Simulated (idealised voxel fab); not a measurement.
voxel self aligned vias: a process module
Cross-section cut: width 265 nm, square cells of 5 nm.
Cross-section, as written here: a square-cell grid given band by band from the top down, where a band holds one or more rows of cells.
In this notation a band is specified by the heights of its top and bottom, in that order and in nm, after which its materials appear from left to right, each paired with its width in nm. The word "full width" attached to a single material means that material fills the band from edge to edge; the word "blank" stands for empty space.
Measure heights from 0. That's the level where, below it, the as-received wafer is all one material. The lowest band is bottomless and extends downward; write it as in "0 nm and below".
So if you see something like "30..40" for the width, read it as the top row of the band sitting at the first number and the bottom row at the second, with every row in between moving by the same amount as the last.
Given "nothing changed" for a step, no cell of the cross-section differs between before and after that step.
For the entry "Enclosed void inventory", the listed items are empty spaces with no open way to the top whose size is 8 cells or more; each item follows the pattern width x height at distance, where distance is from the left edge and all three are in nm.
after a step's settings: what the simulator itself notes on the step
On any step carrying a mask, the "overlay nm" setting, if present on the step's line, tells how far right of its planned place the mask lay; negative values point to the left.

List of planned process steps:
1: RECEIVE [material Si]
2: CONFORMAL_DEP [material SiO2] [thk nm 15]
3: CONFORMAL_DEP [material SiCN] [thk nm 5]
4: DIRECTIONAL_DEP [material lowk] [thk nm 30]
5: PATTERN [tone open] [mask id LINES] [material resist] [width nm 20] [pitch nm 65] [thk nm 20] [overlay nm 0]
6: DIRECTIONAL_ETCH [etch materials lowk] [depth nm 30]
7: STRIP [etch materials resist]
8: CONFORMAL_DEP [material TiN] [thk nm 5]
9: FILL_DEP [material W] [thk nm 5]
10: CMP [height nm 50]
11: SELECTIVE_ETCH [etch materials W Ru TiN] [depth nm 5]
12: FILL_DEP [material SiN] [thk nm 10]
13: CMP [height nm 50]
14: DIRECTIONAL_DEP [material lowk] [thk nm 20]
15: DIRECTIONAL_DEP [material aC] [thk nm 10]
16: PATTERN [tone open] [mask id VIAS] [material resist] [width nm 40] [pitch nm 65] [thk nm 30] [overlay nm 0]
17: DIRECTIONAL_ETCH [etch materials aC] [depth nm 10]
18: STRIP [etch materials resist]
19: DIRECTIONAL_ETCH [etch materials lowk] [depth nm 20]
20: DIRECTIONAL_ETCH [etch materials SiN] [depth nm 5]
21: STRIP [etch materials aC]
22: CONFORMAL_DEP [material TiN] [thk nm 5]
23: FILL_DEP [material W] [thk nm 5]
24: CMP [height nm 70]
25: CONFORMAL_DEP [material SiCN] [thk nm 5]

Cross-section of the wafer as it came to us, i.e., already through step 1:
> 0 nm and below = Si full width
> Enclosed void inventory: none

The module was run from the start shown above using the plan shown above, but one mistake was made doing it; the resulting wafer cross-section is below:
> 75 nm to 70 nm = SiCN full width
> 70 nm to 50 nm = lowk (80), then TiN (5), then W (30), then TiN (5), then lowk (25), then TiN (5), then W (30), then TiN (5), then lowk (80)
> 50 nm to 45 nm = lowk (80), then TiN (40), then lowk (25), then TiN (40), then lowk (80)
> 45 nm to 30 nm = lowk (80), then TiN (15), then W (10), then TiN (15), then lowk (25), then TiN (15), then W (10), then TiN (15), then lowk (80)
> 30 nm to 25 nm = lowk (90), then TiN (5), then W (10), then TiN (5), then lowk (45), then TiN (5), then W (10), then TiN (5), then lowk (90)
> 25 nm to 20 nm = lowk (90), then TiN (20), then lowk (45), then TiN (20), then lowk (90)
> 20 nm to 15 nm = SiCN full width
> 15 nm to 0 nm = SiO2 full width
> 0 nm and below = Si full width
> Enclosed void inventory: none
Deviation noted in wafer processing: step 19 of the plan saw execution twice
